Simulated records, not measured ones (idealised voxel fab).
The following is a process module called voxel capacitor over wiring.
Each square cell in cross-section cut measures 5 nm, and the section as a whole is 230 nm wide.
Cross-sections here: square-cell grids, written as top-down lists of bands, a band being one or more rows of cells. Band: top height; bottom height; in nm. Then, left to right: material with width in nm, for each material. "everywhere": a single material spanning edge to edge. "empty": empty space. A quick word on heights: they are counted from 0, and under that level the wafer as it came to us is one material throughout. The lowest band is different from the rest in having no bottom; it simply continues downward, written as in "z 0 and below". Width spec "30..40" -> top row of cells at first value, bottom row at second value, equal per-row change in between. Basically "left unchanged" means that step didn't change any cell in the cross-section. You'll see "Sealed void listing" listing empty spaces that have no way open to the top, as long as they're 8 cells or more; the notation is width x height at distance, where the distance is from the left edge, and all of it is in nm. That trailing text on a step's line, after the settings, is the simulator's own remark on the step. Regarding "overlay nm": on a step with a mask, it is the distance the mask lay to the right of its planned place; a negative value places it to the left. Quick note on how to read the rest: it's all pairs. You get the cross-section before a process step and the one after, but the after one only goes down as far as the lowest band that changed. The step in between, with its settings, sits under the pair. Heads up, the pairs can come from different runs of this module on the same starting wafer, so don't assume a pair picks up from the one above unless its "Geometry before processing" entry says it does.
Geometry before processing:
  z 0 and below | Si everywhere
  Sealed void listing: none
Post-Step Appearance:
  z 10 to 0 | SiO2 everywhere
  Below a height of 0, the structure has not been altered.
  Sealed void listing: none
Process step bridging the above cross-sections: CONFORMAL_DEP with material SiO2, thk nm 10
Geometry before processing: The prior state of this step coincides with the post-step cross-section of the pair just above.
Post-Step Appearance:
  z 15 to 10 | SiN everywhere
  Below a height of 10, the structure has not been altered.
  Sealed void listing: none
Process step bridging the above cross-sections: CONFORMAL_DEP with material SiN, thk nm 5
Geometry before processing: The prior state of this step coincides with the post-step cross-section of the pair just above.
Post-Step Appearance:
  z 30 to 15 | lowk everywhere
  Below a height of 15, the structure has not been altered.
  Sealed void listing: none
Process step bridging the above cross-sections: DIRECTIONAL_DEP with material lowk, thk nm 15
Geometry before processing: The prior state of this step coincides with the post-step cross-section of the pair just above.
Post-Step Appearance:
  z 50 to 30 | resist (65), then empty (20), then resist (60), then empty (20), then resist (65)
  Below a height of 30, the structure has not been altered.
  Sealed void listing: none
Process step bridging the above cross-sections: PATTERN with tone open, mask id METAL_1, material resist, width nm 20, pitch nm 80, thk nm 20, overlay nm 0
Geometry before processing: The prior state of this step coincides with the post-step cross-section of the pair just above.
Post-Step Appearance:
  z 50 to 30 | resist (65), then empty (20), then resist (60), then empty (20), then resist (65)
  z 30 to 15 | lowk (65), then empty (20), then lowk (60), then empty (20), then lowk (65)
  Below a height of 15, the structure has not been altered.
  Sealed void listing: none
Process step bridging the above cross-sections: DIRECTIONAL_ETCH with etch materials lowk, depth nm 15
Geometry before processing: The prior state of this step coincides with the post-step cross-section of the pair just above.
Post-Step Appearance:
  z 50 to 30 | resist (65), then empty (20), then resist (60), then empty (20), then resist (65)
  z 30 to 15 | lowk (65), then empty (20), then lowk (60), then empty (20), then lowk (65)
  z 15 to 10 | SiN (65), then empty (20), then SiN (60), then empty (20), then SiN (65)
  Below a height of 10, the structure has not been altered.
  Sealed void listing: none
Process step bridging the above cross-sections: DIRECTIONAL_ETCH with etch materials SiN, depth nm 5
Geometry before processing: The prior state of this step coincides with the post-step cross-section of the pair just above.
Post-Step Appearance:
  z 30 to 15 | lowk (65), then empty (20), then lowk (60), then empty (20), then lowk (65)
  Below a height of 15, the structure has not been altered.
  Sealed void listing: none
Process step bridging the above cross-sections: STRIP with etch materials resist
Geometry before processing: The prior state of this step coincides with the post-step cross-section of the pair just above.
Post-Step Appearance:
  z 35 to 30 | TiN (70), then empty (10), then TiN (70), then empty (10), then TiN (70)
  z 30 to 15 | lowk (65), then TiN (5), then empty (10), then TiN (5), then lowk (60), then TiN (5), then empty (10), then TiN (5), then lowk (65)
  z 15 to 10 | SiN (65), then TiN (20), then SiN (60), then TiN (20), then SiN (65)
  Below a height of 10, the structure has not been altered.
  Sealed void listing: none
Process step bridging the above cross-sections: CONFORMAL_DEP with material TiN, thk nm 5
Geometry before processing: The prior state of this step coincides with the post-step cross-section of the pair just above.
Post-Step Appearance:
  z 45 to 35 | W everywhere
  z 35 to 30 | TiN (70), then W (10), then TiN (70), then W (10), then TiN (70)
  z 30 to 15 | lowk (65), then TiN (5), then W (10), then TiN (5), then lowk (60), then TiN (5), then W (10), then TiN (5), then lowk (65)
  Below a height of 15, the structure has not been altered.
  Sealed void listing: none
Process step bridging the above cross-sections: FILL_DEP with material W, thk nm 10
Geometry before processing: The prior state of this step coincides with the post-step cross-section of the pair just above.
Post-Step Appearance:
  z 30 to 15 | lowk (65), then TiN (5), then W (10), then TiN (5), then lowk (60), then TiN (5), then W (10), then TiN (5), then lowk (65)
  Below a height of 15, the structure has not been altered.
  Sealed void listing: none
Process step bridging the above cross-sections: CMP with height nm 30
Geometry before processing: The prior state of this step coincides with the post-step cross-section of the pair just above.
Post-Step Appearance:
  z 35 to 30 | SiCN everywhere
  Below a height of 30, the structure has not been altered.
  Sealed void listing: none
Process step bridging the above cross-sections: CONFORMAL_DEP with material SiCN, thk nm 5
Geometry before processing: The prior state of this step coincides with the post-step cross-section of the pair just above.
Post-Step Appearance:
  z 50 to 35 | SiO2 everywhere
  Below a height of 35, the structure has not been altered.
  Sealed void listing: none
Process step bridging the above cross-sections: DIRECTIONAL_DEP with material SiO2, thk nm 15
Geometry before processing: The prior state of this step coincides with the post-step cross-section of the pair just above.
Post-Step Appearance:
  z 50 to 35 | SiO2 (70), then empty (15), then SiO2 (145)
  Below a height of 35, the structure has not been altered.
  Sealed void listing: none
Process step bridging the above cross-sections: MASKED_ETCH with tone open, mask id PLUG_1, width nm 15, etch materials SiO2, depth nm 15, overlay nm 0
Geometry before processing: The prior state of this step coincides with the post-step cross-section of the pair just above.
Post-Step Appearance:
  z 50 to 35 | SiO2 (70), then empty (15), then SiO2 (145)
  z 35 to 30 | SiCN (70), then empty (15), then SiCN (145)
  Below a height of 30, the structure has not been altered.
  Sealed void listing: none
Process step bridging the above cross-sections: MASKED_ETCH with tone open, mask id PLUG_1, width nm 15, etch materials SiCN, depth nm 5, overlay nm 0
Geometry before processing: The prior state of this step coincides with the post-step cross-section of the pair just above.
Post-Step Appearance:
  z 55 to 50 | TiN (75), then empty (5), then TiN (150)
  z 50 to 35 | SiO2 (70), then TiN (5), then empty (5), then TiN (5), then SiO2 (145)
  z 35 to 30 | SiCN (70), then TiN (15), then SiCN (145)
  Below a height of 30, the structure has not been altered.
  Sealed void listing: none
Process step bridging the above cross-sections: CONFORMAL_DEP with material TiN, thk nm 5
Geometry before processing: The prior state of this step coincides with the post-step cross-section of the pair just above.
Post-Step Appearance:
  z 65 to 55 | Ru everywhere
  z 55 to 50 | TiN (75), then Ru (5), then TiN (150)
  z 50 to 35 | SiO2 (70), then TiN (5), then Ru (5), then TiN (5), then SiO2 (145)
  Below a height of 35, the structure has not been altered.
  Sealed void listing: none
Process step bridging the above cross-sections: FILL_DEP with material Ru, thk nm 10
Geometry before processing: The prior state of this step coincides with the post-step cross-section of the pair just above.
Post-Step Appearance:
  z 50 to 35 | SiO2 (70), then TiN (5), then Ru (5), then TiN (5), then SiO2 (145)
  Below a height of 35, the structure has not been altered.
  Sealed void listing: none
Process step bridging the above cross-sections: CMP with height nm 50
Geometry before processing: The prior state of this step coincides with the post-step cross-section of the pair just above.
Post-Step Appearance:
  z 55 to 50 | TiN everywhere
  Below a height of 50, the structure has not been altered.
  Sealed void listing: none
Process step bridging the above cross-sections: DIRECTIONAL_DEP with material TiN, thk nm 5
Geometry before processing: The prior state of this step coincides with the post-step cross-section of the pair just above.
Post-Step Appearance:
  z 60 to 55 | Al2O3 everywhere
  Below a height of 55, the structure has not been altered.
  Sealed void listing: none
Process step bridging the above cross-sections: DIRECTIONAL_DEP with material Al2O3, thk nm 5
Geometry before processing: The prior state of this step coincides with the post-step cross-section of the pair just above.
Post-Step Appearance:
  z 65 to 60 | TiN everywhere
  Below a height of 60, the structure has not been altered.
  Sealed void listing: none
Process step bridging the above cross-sections: DIRECTIONAL_DEP with material TiN, thk nm 5
Geometry before processing: The prior state of this step coincides with the post-step cross-section of the pair just above.
Post-Step Appearance:
  z 65 to 60 | empty (70), then TiN (65), then empty (95)
  Below a height of 60, the structure has not been altered.
  Sealed void listing: none
Process step bridging the above cross-sections: MASKED_ETCH with tone cover, mask id UPPER_PLATE, width nm 65, etch materials TiN, depth nm 5, overlay nm 0
Geometry before processing: The prior state of this step coincides with the post-step cross-section of the pair just above.
Post-Step Appearance:
  z 65 to 60 | empty (70), then TiN (65), then empty (95)
  z 60 to 55 | empty (70), then Al2O3 (65), then empty (95)
  Below a height of 55, the structure has not been altered.
  Sealed void listing: none
Process step bridging the above cross-sections: MASKED_ETCH with tone cover, mask id UPPER_PLATE, width nm 65, etch materials Al2O3, depth nm 5, overlay nm 0
Geometry before processing: The prior state of this step coincides with the post-step cross-section of the pair just above.
Post-Step Appearance:
  z 85 to 65 | empty (65), then resist (75), then empty (90)
  z 65 to 60 | empty (65), then resist (5), then TiN (65), then resist (5), then empty (90)
  z 60 to 55 | empty (65), then resist (5), then Al2O3 (65), then resist (5), then empty (90)
  Below a height of 55, the structure has not been altered.
  Sealed void listing: none
Process step bridging the above cross-sections: PATTERN with tone cover, mask id LOWER_PLATE, material resist, width nm 75, thk nm 20, overlay nm 0
Geometry before processing: The prior state of this step coincides with the post-step cross-section of the pair just above.
Post-Step Appearance:
  z 85 to 65 | empty (65), then resist (75), then empty (90)
  z 65 to 60 | empty (65), then resist (5), then TiN (65), then resist (5), then empty (90)
  z 60 to 55 | empty (65), then resist (5), then Al2O3 (65), then resist (5), then empty (90)
  z 55 to 50 | empty (65), then TiN (75), then empty (90)
  Below a height of 50, the structure has not been altered.
  Sealed void listing: none
Process step bridging the above cross-sections: DIRECTIONAL_ETCH with etch materials TiN, depth nm 5
Geometry before processing: The prior state of this step coincides with the post-step cross-section of the pair just above.
Post-Step Appearance:
  z 65 to 60 | empty (70), then TiN (65), then empty (95)
  z 60 to 55 | empty (70), then Al2O3 (65), then empty (95)
  Below a height of 55, the structure has not been altered.
  Sealed void listing: none
Process step bridging the above cross-sections: STRIP with etch materials resist
Geometry before processing: The prior state of this step coincides with the post-step cross-section of the pair just above.
Post-Step Appearance:
  z 80 to 65 | SiO2 everywhere
  z 65 to 60 | SiO2 (70), then TiN (65), then SiO2 (95)
  z 60 to 55 | SiO2 (70), then Al2O3 (65), then SiO2 (95)
  z 55 to 50 | SiO2 (65), then TiN (75), then SiO2 (90)
  Below a height of 50, the structure has not been altered.
  Sealed void listing: none
Process step bridging the above cross-sections: FILL_DEP with material SiO2, thk nm 15
Geometry before processing: The prior state of this step coincides with the post-step cross-section of the pair just above.
Post-Step Appearance:
  z 75 to 65 | SiO2 everywhere
  Below a height of 65, the structure has not been altered.
  Sealed void listing: none
Process step bridging the above cross-sections: CMP with height nm 75
Geometry before processing: The prior state of this step coincides with the post-step cross-section of the pair just above.
Post-Step Appearance:
  z 75 to 65 | SiO2 (80), then empty (15), then SiO2 (135)
  Below a height of 65, the structure has not been altered.
  Sealed void listing: none
Process step bridging the above cross-sections: MASKED_ETCH with tone open, mask id PLUG_2, width nm 15, etch materials SiO2, depth nm 10, overlay nm 0
Geometry before processing: The prior state of this step coincides with the post-step cross-section of the pair just above.
Post-Step Appearance:
  z 80 to 75 | TiN (85), then empty (5), then TiN (140)
  z 75 to 70 | SiO2 (80), then TiN (5), then empty (5), then TiN (5), then SiO2 (135)
  z 70 to 60 | SiO2 (80..70), then TiN (15..65), then SiO2 (135..95)
  Below a height of 60, the structure has not been altered.
  Sealed void listing: none
Process step bridging the above cross-sections: CONFORMAL_DEP with material TiN, thk nm 5
Geometry before processing: The prior state of this step coincides with the post-step cross-section of the pair just above.
Post-Step Appearance:
  z 90 to 80 | Ru everywhere
  z 80 to 75 | TiN (85), then Ru (5), then TiN (140)
  z 75 to 70 | SiO2 (80), then TiN (5), then Ru (5), then TiN (5), then SiO2 (135)
  Below a height of 70, the structure has not been altered.
  Sealed void listing: none
Process step bridging the above cross-sections: FILL_DEP with material Ru, thk nm 10
Geometry before processing: The prior state of this step coincides with the post-step cross-section of the pair just above.
Post-Step Appearance:
  z 75 to 70 | SiO2 (80), then TiN (5), then Ru (5), then TiN (5), then SiO2 (135)
  Below a height of 70, the structure has not been altered.
  Sealed void listing: none
Process step bridging the above cross-sections: CMP with height nm 75
Geometry before processing: The prior state of this step coincides with the post-step cross-section of the pair just above.
Post-Step Appearance:
  z 80 to 75 | SiN everywhere
  Below a height of 75, the structure has not been altered.
  Sealed void listing: none
Process step bridging the above cross-sections: CONFORMAL_DEP with material SiN, thk nm 5
Geometry before processing:
  z 10 to 0 | SiO2 everywhere
  z 0 and below | Si everywhere
  Sealed void listing: none
Post-Step Appearance:
  z 25 to 10 | lowk everywhere
  Below a height of 10, the structure has not been altered.
  Sealed void listing: none
Process step bridging the above cross-sections: DIRECTIONAL_DEP with material lowk, thk nm 15
Geometry before processing: The prior state of this step coincides with the post-step cross-section of the pair just above.
Post-Step Appearance:
  z 45 to 25 | resist (65), then empty (20), then resist (60), then empty (20), then resist (65)
  Below a height of 25, the structure has not been altered.
  Sealed void listing: none
Process step bridging the above cross-sections: PATTERN with tone open, mask id METAL_1, material resist, width nm 20, pitch nm 80, thk nm 20, overlay nm 0
Geometry before processing: The prior state of this step coincides with the post-step cross-section of the pair just above.
Post-Step Appearance:
  z 45 to 25 | resist (65), then empty (20), then resist (60), then empty (20), then resist (65)
  z 25 to 10 | lowk (65), then empty (20), then lowk (60), then empty (20), then lowk (65)
  Below a height of 10, the structure has not been altered.
  Sealed void listing: none
Process step bridging the above cross-sections: DIRECTIONAL_ETCH with etch materials lowk, depth nm 15
Geometry before processing: The prior state of this step coincides with the post-step cross-section of the pair just above.
Post-Step Appearance:
  z 25 to 10 | lowk (65), then empty (20), then lowk (60), then empty (20), then lowk (65)
  Below a height of 10, the structure has not been altered.
  Sealed void listing: none
Process step bridging the above cross-sections: STRIP with etch materials resist
Geometry before processing: The prior state of this step coincides with the post-step cross-section of the pair just above.
Post-Step Appearance:
  z 30 to 25 | TiN (70), then empty (10), then TiN (70), then empty (10), then TiN (70)
  z 25 to 15 | lowk (65), then TiN (5), then empty (10), then TiN (5), then lowk (60), then TiN (5), then empty (10), then TiN (5), then lowk (65)
  z 15 to 10 | lowk (65), then TiN (20), then lowk (60), then TiN (20), then lowk (65)
  Below a height of 10, the structure has not been altered.
  Sealed void listing: none
Process step bridging the above cross-sections: CONFORMAL_DEP with material TiN, thk nm 5
Geometry before processing: The prior state of this step coincides with the post-step cross-section of the pair just above.
Post-Step Appearance:
  z 40 to 30 | W everywhere
  z 30 to 25 | TiN (70), then W (10), then TiN (70), then W (10), then TiN (70)
  z 25 to 15 | lowk (65), then TiN (5), then W (10), then TiN (5), then lowk (60), then TiN (5), then W (10), then TiN (5), then lowk (65)
  Below a height of 15, the structure has not been altered.
  Sealed void listing: none
Process step bridging the above cross-sections: FILL_DEP with material W, thk nm 10
Geometry before processing: The prior state of this step coincides with the post-step cross-section of the pair just above.
Post-Step Appearance:
  z 30 to 25 | TiN (70), then W (10), then TiN (70), then W (10), then TiN (70)
  Below a height of 25, the structure has not been altered.
  Sealed void listing: none
Process step bridging the above cross-sections: CMP with height nm 30
Geometry before processing: The prior state of this step coincides with the post-step cross-section of the pair just above.
Post-Step Appearance:
  z 35 to 30 | SiCN everywhere
  Below a height of 30, the structure has not been altered.
  Sealed void listing: none
Process step bridging the above cross-sections: CONFORMAL_DEP with material SiCN, thk nm 5
Geometry before processing: The prior state of this step coincides with the post-step cross-section of the pair just above.
Post-Step Appearance:
  z 50 to 35 | SiO2 everywhere
  Below a height of 35, the structure has not been altered.
  Sealed void listing: none
Process step bridging the above cross-sections: DIRECTIONAL_DEP with material SiO2, thk nm 15
Geometry before processing: The prior state of this step coincides with the post-step cross-section of the pair just above.
Post-Step Appearance:
  z 50 to 35 | SiO2 (70), then empty (15), then SiO2 (145)
  Below a height of 35, the structure has not been altered.
  Sealed void listing: none
Process step bridging the above cross-sections: MASKED_ETCH with tone open, mask id PLUG_1, width nm 15, etch materials SiO2, depth nm 15, overlay nm 0
Geometry before processing: The prior state of this step coincides with the post-step cross-section of the pair just above.
Post-Step Appearance:
  z 50 to 35 | SiO2 (70), then empty (15), then SiO2 (145)
  z 35 to 30 | SiCN (70), then empty (15), then SiCN (145)
  Below a height of 30, the structure has not been altered.
  Sealed void listing: none
Process step bridging the above cross-sections: MASKED_ETCH with tone open, mask id PLUG_1, width nm 15, etch materials SiCN, depth nm 5, overlay nm 0
Geometry before processing: The prior state of this step coincides with the post-step cross-section of the pair just above.
Post-Step Appearance:
  z 55 to 50 | TiN (75), then empty (5), then TiN (150)
  z 50 to 35 | SiO2 (70), then TiN (5), then empty (5), then TiN (5), then SiO2 (145)
  z 35 to 30 | SiCN (70), then TiN (15), then SiCN (145)
  Below a height of 30, the structure has not been altered.
  Sealed void listing: none
Process step bridging the above cross-sections: CONFORMAL_DEP with material TiN, thk nm 5
Geometry before processing: The prior state of this step coincides with the post-step cross-section of the pair just above.
Post-Step Appearance:
  z 65 to 55 | Ru everywhere
  z 55 to 50 | TiN (75), then Ru (5), then TiN (150)
  z 50 to 35 | SiO2 (70), then TiN (5), then Ru (5), then TiN (5), then SiO2 (145)
  Below a height of 35, the structure has not been altered.
  Sealed void listing: none
Process step bridging the above cross-sections: FILL_DEP with material Ru, thk nm 10
Geometry before processing: The prior state of this step coincides with the post-step cross-section of the pair just above.
Post-Step Appearance:
  z 50 to 35 | SiO2 (70), then TiN (5), then Ru (5), then TiN (5), then SiO2 (145)
  Below a height of 35, the structure has not been altered.
  Sealed void listing: none
Process step bridging the above cross-sections: CMP with height nm 50
Geometry before processing: The prior state of this step coincides with the post-step cross-section of the pair just above.
Post-Step Appearance:
  z 55 to 50 | TiN everywhere
  Below a height of 50, the structure has not been altered.
  Sealed void listing: none
Process step bridging the above cross-sections: DIRECTIONAL_DEP with material TiN, thk nm 5
Geometry before processing: The prior state of this step coincides with the post-step cross-section of the pair just above.
Post-Step Appearance:
  z 60 to 55 | Al2O3 everywhere
  Below a height of 55, the structure has not been altered.
  Sealed void listing: none
Process step bridging the above cross-sections: DIRECTIONAL_DEP with material Al2O3, thk nm 5
Geometry before processing: The prior state of this step coincides with the post-step cross-section of the pair just above.
Post-Step Appearance:
  z 65 to 60 | TiN everywhere
  Below a height of 60, the structure has not been altered.
  Sealed void listing: none
Process step bridging the above cross-sections: DIRECTIONAL_DEP with material TiN, thk nm 5
Geometry before processing: The prior state of this step coincides with the post-step cross-section of the pair just above.
Post-Step Appearance:
  z 65 to 60 | empty (70), then TiN (65), then empty (95)
  Below a height of 60, the structure has not been altered.
  Sealed void listing: none
Process step bridging the above cross-sections: MASKED_ETCH with tone cover, mask id UPPER_PLATE, width nm 65, etch materials TiN, depth nm 5, overlay nm 0
Geometry before processing: The prior state of this step coincides with the post-step cross-section of the pair just above.
Post-Step Appearance:
  z 65 to 60 | empty (70), then TiN (65), then empty (95)
  z 60 to 55 | empty (70), then Al2O3 (65), then empty (95)
  Below a height of 55, the structure has not been altered.
  Sealed void listing: none
Process step bridging the above cross-sections: MASKED_ETCH with tone cover, mask id UPPER_PLATE, width nm 65, etch materials Al2O3, depth nm 5, overlay nm 0
Geometry before processing: The prior state of this step coincides with the post-step cross-section of the pair just above.
Post-Step Appearance:
  z 85 to 65 | empty (65), then resist (75), then empty (90)
  z 65 to 60 | empty (65), then resist (5), then TiN (65), then resist (5), then empty (90)
  z 60 to 55 | empty (65), then resist (5), then Al2O3 (65), then resist (5), then empty (90)
  Below a height of 55, the structure has not been altered.
  Sealed void listing: none
Process step bridging the above cross-sections: PATTERN with tone cover, mask id LOWER_PLATE, material resist, width nm 75, thk nm 20, overlay nm 0
Geometry before processing: The prior state of this step coincides with the post-step cross-section of the pair just above.
Post-Step Appearance:
  z 85 to 65 | empty (65), then resist (75), then empty (90)
  z 65 to 60 | empty (65), then resist (5), then TiN (65), then resist (5), then empty (90)
  z 60 to 55 | empty (65), then resist (5), then Al2O3 (65), then resist (5), then empty (90)
  z 55 to 50 | empty (65), then TiN (75), then empty (90)
  Below a height of 50, the structure has not been altered.
  Sealed void listing: none
Process step bridging the above cross-sections: DIRECTIONAL_ETCH with etch materials TiN, depth nm 5
Geometry before processing: The prior state of this step coincides with the post-step cross-section of the pair just above.
Post-Step Appearance:
  z 65 to 60 | empty (70), then TiN (65), then empty (95)
  z 60 to 55 | empty (70), then Al2O3 (65), then empty (95)
  Below a height of 55, the structure has not been altered.
  Sealed void listing: none
Process step bridging the above cross-sections: STRIP with etch materials resist
Geometry before processing: The prior state of this step coincides with the post-step cross-section of the pair just above.
Post-Step Appearance:
  z 80 to 65 | SiO2 everywhere
  z 65 to 60 | SiO2 (70), then TiN (65), then SiO2 (95)
  z 60 to 55 | SiO2 (70), then Al2O3 (65), then SiO2 (95)
  z 55 to 50 | SiO2 (65), then TiN (75), then SiO2 (90)
  Below a height of 50, the structure has not been altered.
  Sealed void listing: none
Process step bridging the above cross-sections: FILL_DEP with material SiO2, thk nm 15
Geometry before processing: The prior state of this step coincides with the post-step cross-section of the pair just above.
Post-Step Appearance:
  z 75 to 65 | SiO2 everywhere
  Below a height of 65, the structure has not been altered.
  Sealed void listing: none
Process step bridging the above cross-sections: CMP with height nm 75
Geometry before processing: The prior state of this step coincides with the post-step cross-section of the pair just above.
Post-Step Appearance:
  z 75 to 65 | SiO2 (80), then empty (15), then SiO2 (135)
  Below a height of 65, the structure has not been altered.
  Sealed void listing: none
Process step bridging the above cross-sections: MASKED_ETCH with tone open, mask id PLUG_2, width nm 15, etch materials SiO2, depth nm 10, overlay nm 0
Geometry before processing: The prior state of this step coincides with the post-step cross-section of the pair just above.
Post-Step Appearance:
  z 80 to 75 | TiN (85), then empty (5), then TiN (140)
  z 75 to 70 | SiO2 (80), then TiN (5), then empty (5), then TiN (5), then SiO2 (135)
  z 70 to 60 | SiO2 (80..70), then TiN (15..65), then SiO2 (135..95)
  Below a height of 60, the structure has not been altered.
  Sealed void listing: none
Process step bridging the above cross-sections: CONFORMAL_DEP with material TiN, thk nm 5
Geometry before processing: The prior state of this step coincides with the post-step cross-section of the pair just above.
Post-Step Appearance:
  z 90 to 80 | Ru everywhere
  z 80 to 75 | TiN (85), then Ru (5), then TiN (140)
  z 75 to 70 | SiO2 (80), then TiN (5), then Ru (5), then TiN (5), then SiO2 (135)
  Below a height of 70, the structure has not been altered.
  Sealed void listing: none
Process step bridging the above cross-sections: FILL_DEP with material Ru, thk nm 10
Geometry before processing: The prior state of this step coincides with the post-step cross-section of the pair just above.
Post-Step Appearance:
  z 75 to 70 | SiO2 (80), then TiN (5), then Ru (5), then TiN (5), then SiO2 (135)
  Below a height of 70, the structure has not been altered.
  Sealed void listing: none
Process step bridging the above cross-sections: CMP with height nm 75
Geometry before processing: The prior state of this step coincides with the post-step cross-section of the pair just above.
Post-Step Appearance:
  z 80 to 75 | SiN everywhere
  Below a height of 75, the structure has not been altered.
  Sealed void listing: none
Process step bridging the above cross-sections: CONFORMAL_DEP with material SiN, thk nm 5
Geometry before processing:
  z 30 to 15 | lowk (65), then TiN (5), then W (10), then TiN (5), then lowk (60), then TiN (5), then W (10), then TiN (5), then lowk (65)
  z 15 to 10 | SiN (65), then TiN (20), then SiN (60), then TiN (20), then SiN (65)
  z 10 to 0 | SiO2 everywhere
  z 0 and below | Si everywhere
  Sealed void listing: none
Post-Step Appearance:
  z 45 to 30 | SiO2 everywhere
  Below a height of 30, the structure has not been altered.
  Sealed void listing: none
Process step bridging the above cross-sections: DIRECTIONAL_DEP with material SiO2, thk nm 15
Geometry before processing: The prior state of this step coincides with the post-step cross-section of the pair just above.
Post-Step Appearance:
  z 50 to 45 | SiCN everywhere
  Below a height of 45, the structure has not been altered.
  Sealed void listing: none
Process step bridging the above cross-sections: CONFORMAL_DEP with material SiCN, thk nm 5
Geometry before processing: The prior state of this step coincides with the post-step cross-section of the pair just above.
Post-Step Appearance:
  z 50 to 45 | SiCN (70), then empty (15), then SiCN (145)
  Below a height of 45, the structure has not been altered.
  Sealed void listing: none
Process step bridging the above cross-sections: MASKED_ETCH with tone open, mask id PLUG_1, width nm 15, etch materials SiCN, depth nm 5, overlay nm 0
Geometry before processing: The prior state of this step coincides with the post-step cross-section of the pair just above.
Post-Step Appearance:
  z 55 to 50 | TiN (75), then empty (5), then TiN (150)
  z 50 to 45 | SiCN (70), then TiN (15), then SiCN (145)
  Below a height of 45, the structure has not been altered.
  Sealed void listing: none
Process step bridging the above cross-sections: CONFORMAL_DEP with material TiN, thk nm 5
Geometry before processing: The prior state of this step coincides with the post-step cross-section of the pair just above.
Post-Step Appearance:
  z 65 to 55 | Ru everywhere
  z 55 to 50 | TiN (75), then Ru (5), then TiN (150)
  Below a height of 50, the structure has not been altered.
  Sealed void listing: none
Process step bridging the above cross-sections: FILL_DEP with material Ru, thk nm 10
Geometry before processing: The prior state of this step coincides with the post-step cross-section of the pair just above.
Post-Step Appearance:
  z 50 to 45 | SiCN (70), then TiN (15), then SiCN (145)
  Below a height of 45, the structure has not been altered.
  Sealed void listing: none
Process step bridging the above cross-sections: CMP with height nm 50
Geometry before processing: The prior state of this step coincides with the post-step cross-section of the pair just above.
Post-Step Appearance:
  z 55 to 50 | TiN everywhere
  Below a height of 50, the structure has not been altered.
  Sealed void listing: none
Process step bridging the above cross-sections: DIRECTIONAL_DEP with material TiN, thk nm 5
Geometry before processing: The prior state of this step coincides with the post-step cross-section of the pair just above.
Post-Step Appearance:
  z 60 to 55 | Al2O3 everywhere
  Below a height of 55, the structure has not been altered.
  Sealed void listing: none
Process step bridging the above cross-sections: DIRECTIONAL_DEP with material Al2O3, thk nm 5
Geometry before processing: The prior state of this step coincides with the post-step cross-section of the pair just above.
Post-Step Appearance:
  z 65 to 60 | TiN everywhere
  Below a height of 60, the structure has not been altered.
  Sealed void listing: none
Process step bridging the above cross-sections: DIRECTIONAL_DEP with material TiN, thk nm 5
Geometry before processing: The prior state of this step coincides with the post-step cross-section of the pair just above.
Post-Step Appearance:
  z 65 to 60 | empty (70), then TiN (65), then empty (95)
  Below a height of 60, the structure has not been altered.
  Sealed void listing: none
Process step bridging the above cross-sections: MASKED_ETCH with tone cover, mask id UPPER_PLATE, width nm 65, etch materials TiN, depth nm 5, overlay nm 0
Geometry before processing: The prior state of this step coincides with the post-step cross-section of the pair just above.
Post-Step Appearance:
  z 65 to 60 | empty (70), then TiN (65), then empty (95)
  z 60 to 55 | empty (70), then Al2O3 (65), then empty (95)
  Below a height of 55, the structure has not been altered.
  Sealed void listing: none
Process step bridging the above cross-sections: MASKED_ETCH with tone cover, mask id UPPER_PLATE, width nm 65, etch materials Al2O3, depth nm 5, overlay nm 0
Geometry before processing: The prior state of this step coincides with the post-step cross-section of the pair just above.
Post-Step Appearance:
  z 85 to 65 | empty (65), then resist (75), then empty (90)
  z 65 to 60 | empty (65), then resist (5), then TiN (65), then resist (5), then empty (90)
  z 60 to 55 | empty (65), then resist (5), then Al2O3 (65), then resist (5), then empty (90)
  Below a height of 55, the structure has not been altered.
  Sealed void listing: none
Process step bridging the above cross-sections: PATTERN with tone cover, mask id LOWER_PLATE, material resist, width nm 75, thk nm 20, overlay nm 0
Geometry before processing: The prior state of this step coincides with the post-step cross-section of the pair just above.
Post-Step Appearance:
  z 85 to 65 | empty (65), then resist (75), then empty (90)
  z 65 to 60 | empty (65), then resist (5), then TiN (65), then resist (5), then empty (90)
  z 60 to 55 | empty (65), then resist (5), then Al2O3 (65), then resist (5), then empty (90)
  z 55 to 50 | empty (65), then TiN (75), then empty (90)
  Below a height of 50, the structure has not been altered.
  Sealed void listing: none
Process step bridging the above cross-sections: DIRECTIONAL_ETCH with etch materials TiN, depth nm 5
Geometry before processing: The prior state of this step coincides with the post-step cross-section of the pair just above.
Post-Step Appearance:
  z 65 to 60 | empty (70), then TiN (65), then empty (95)
  z 60 to 55 | empty (70), then Al2O3 (65), then empty (95)
  Below a height of 55, the structure has not been altered.
  Sealed void listing: none
Process step bridging the above cross-sections: STRIP with etch materials resist
Geometry before processing: The prior state of this step coincides with the post-step cross-section of the pair just above.
Post-Step Appearance:
  z 80 to 65 | SiO2 everywhere
  z 65 to 60 | SiO2 (70), then TiN (65), then SiO2 (95)
  z 60 to 55 | SiO2 (70), then Al2O3 (65), then SiO2 (95)
  z 55 to 50 | SiO2 (65), then TiN (75), then SiO2 (90)
  Below a height of 50, the structure has not been altered.
  Sealed void listing: none
Process step bridging the above cross-sections: FILL_DEP with material SiO2, thk nm 15
Geometry before processing: The prior state of this step coincides with the post-step cross-section of the pair just above.
Post-Step Appearance:
  z 75 to 65 | SiO2 everywhere
  Below a height of 65, the structure has not been altered.
  Sealed void listing: none
Process step bridging the above cross-sections: CMP with height nm 75
Geometry before processing: The prior state of this step coincides with the post-step cross-section of the pair just above.
Post-Step Appearance:
  z 75 to 65 | SiO2 (80), then empty (15), then SiO2 (135)
  Below a height of 65, the structure has not been altered.
  Sealed void listing: none
Process step bridging the above cross-sections: MASKED_ETCH with tone open, mask id PLUG_2, width nm 15, etch materials SiO2, depth nm 10, overlay nm 0
Geometry before processing: The prior state of this step coincides with the post-step cross-section of the pair just above.
Post-Step Appearance:
  z 80 to 75 | TiN (85), then empty (5), then TiN (140)
  z 75 to 70 | SiO2 (80), then TiN (5), then empty (5), then TiN (5), then SiO2 (135)
  z 70 to 60 | SiO2 (80..70), then TiN (15..65), then SiO2 (135..95)
  Below a height of 60, the structure has not been altered.
  Sealed void listing: none
Process step bridging the above cross-sections: CONFORMAL_DEP with material TiN, thk nm 5
Geometry before processing: The prior state of this step coincides with the post-step cross-section of the pair just above.
Post-Step Appearance:
  z 90 to 80 | Ru everywhere
  z 80 to 75 | TiN (85), then Ru (5), then TiN (140)
  z 75 to 70 | SiO2 (80), then TiN (5), then Ru (5), then TiN (5), then SiO2 (135)
  Below a height of 70, the structure has not been altered.
  Sealed void listing: none
Process step bridging the above cross-sections: FILL_DEP with material Ru, thk nm 10
